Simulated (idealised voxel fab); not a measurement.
The document below concerns the process module designated voxel tone inversion.
Section cut is 275 nm wide and gridded with 5 nm square cells.
In what follows, cross-sections appear as grids of square cells, described through bands that run from the top down, where every band is one or more rows of cells.
Basically the band line says how high the top is and how high the bottom is, in nm, and then what's in it from left to right, every material with its width in nm. Empty space shows up as "air", and if a single material carries "all across" it runs the full band edge to edge.
Zero point of the height axis is 0; under it, received wafer = one material. Lowest band: continues down indefinitely, "0 -> down".
Width: "30..40" (first number = top row, second number = bottom row, same change from row to row of cells).
Where a step carries "nothing changed", the cross-section came out of it unchanged, cell for cell.
Listed in "Enclosed void entries": every empty space of 8 or more cells without an open way to the top. Form: width x height at distance, the distance being from the left edge, all in nm.
It should be noted that, on the line of a given step, the content following the step's settings is a remark produced by the simulator itself with respect to that step.
overlay nm: mask offset rightward from planned place, masked step; negative means leftward offset.

-- The planned process steps are enumerated hereunder
1. op RECEIVE | material Si
2. op CONFORMAL_DEP | material SiN | thk nm 10
3. op DIRECTIONAL_DEP | material aC | thk nm 15
4. op PATTERN | tone cover | mask id POSTS | material resist | width nm 25 | pitch nm 45 | thk nm 20 | overlay nm -15
5. op DIRECTIONAL_ETCH | etch materials aC | depth nm 15
6. op STRIP | etch materials resist
7. op FILL_DEP | material SiO2 | thk nm 5
8. op CMP | height nm 25
9. op STRIP | etch materials aC
10. op CONFORMAL_DEP | material TiN | thk nm 5
11. op FILL_DEP | material Cu | thk nm 5
12. op CMP | height nm 25
13. op CONFORMAL_DEP | material SiN | thk nm 5
Don't read the plan's overlay nm for step 4 as applying to every wafer: that's the first wafer's value, and the wafers differ in it, though they all start identical.

-- Sectional view: first of several wafers, as received, after step 1
  0 -> down = Si all across
  Enclosed void entries: none

-- First of several wafers in cross-section at module end, following the final step, step 13
  30 -> 25 = SiN all across
  25 -> 15 = 40 nm SiO2, 5 nm TiN, 15 nm Cu, 5 nm TiN, 20 nm SiO2, 5 nm TiN, 15 nm Cu, 5 nm TiN, 20 nm SiO2, 5 nm TiN, 15 nm Cu, 5 nm TiN, 20 nm SiO2, 5 nm TiN, 15 nm Cu, 5 nm TiN, 75 nm SiO2
  15 -> 10 = 40 nm SiO2, 25 nm TiN, 20 nm SiO2, 25 nm TiN, 20 nm SiO2, 25 nm TiN, 20 nm SiO2, 25 nm TiN, 75 nm SiO2
  10 -> 0 = SiN all across
  0 -> down = Si all across
  Enclosed void entries: none

-- last wafer at the end
  30 -> 25 = SiN all across
  25 -> 15 = 70 nm SiO2, 5 nm TiN, 15 nm Cu, 5 nm TiN, 20 nm SiO2, 5 nm TiN, 15 nm Cu, 5 nm TiN, 20 nm SiO2, 5 nm TiN, 15 nm Cu, 5 nm TiN, 20 nm SiO2, 5 nm TiN, 15 nm Cu, 5 nm TiN, 45 nm SiO2
  15 -> 10 = 70 nm SiO2, 25 nm TiN, 20 nm SiO2, 25 nm TiN, 20 nm SiO2, 25 nm TiN, 20 nm SiO2, 25 nm TiN, 45 nm SiO2
  10 -> 0 = SiN all across
  0 -> down = Si all across
  Enclosed void entries: none

-- The following table contains a row per wafer, in which are reported, at the conclusion of the module, the cells of each material gained (+) or lost (-) since the wafer's receipt, with its closed voids given thereafter
overlay nm -15 | +24 Cu | +165 SiN | +105 SiO2 | +36 TiN | Enclosed void entries: none
overlay nm -10 | +24 Cu | +165 SiN | +105 SiO2 | +36 TiN | Enclosed void entries: none
overlay nm -5 | +24 Cu | +165 SiN | +105 SiO2 | +36 TiN | Enclosed void entries: none
overlay nm 0 | +24 Cu | +165 SiN | +105 SiO2 | +36 TiN | Enclosed void entries: none
overlay nm 5 | +24 Cu | +165 SiN | +105 SiO2 | +36 TiN | Enclosed void entries: none
overlay nm 10 | +24 Cu | +165 SiN | +105 SiO2 | +36 TiN | Enclosed void entries: none
overlay nm 15 | +24 Cu | +165 SiN | +105 SiO2 | +36 TiN | Enclosed void entries: none
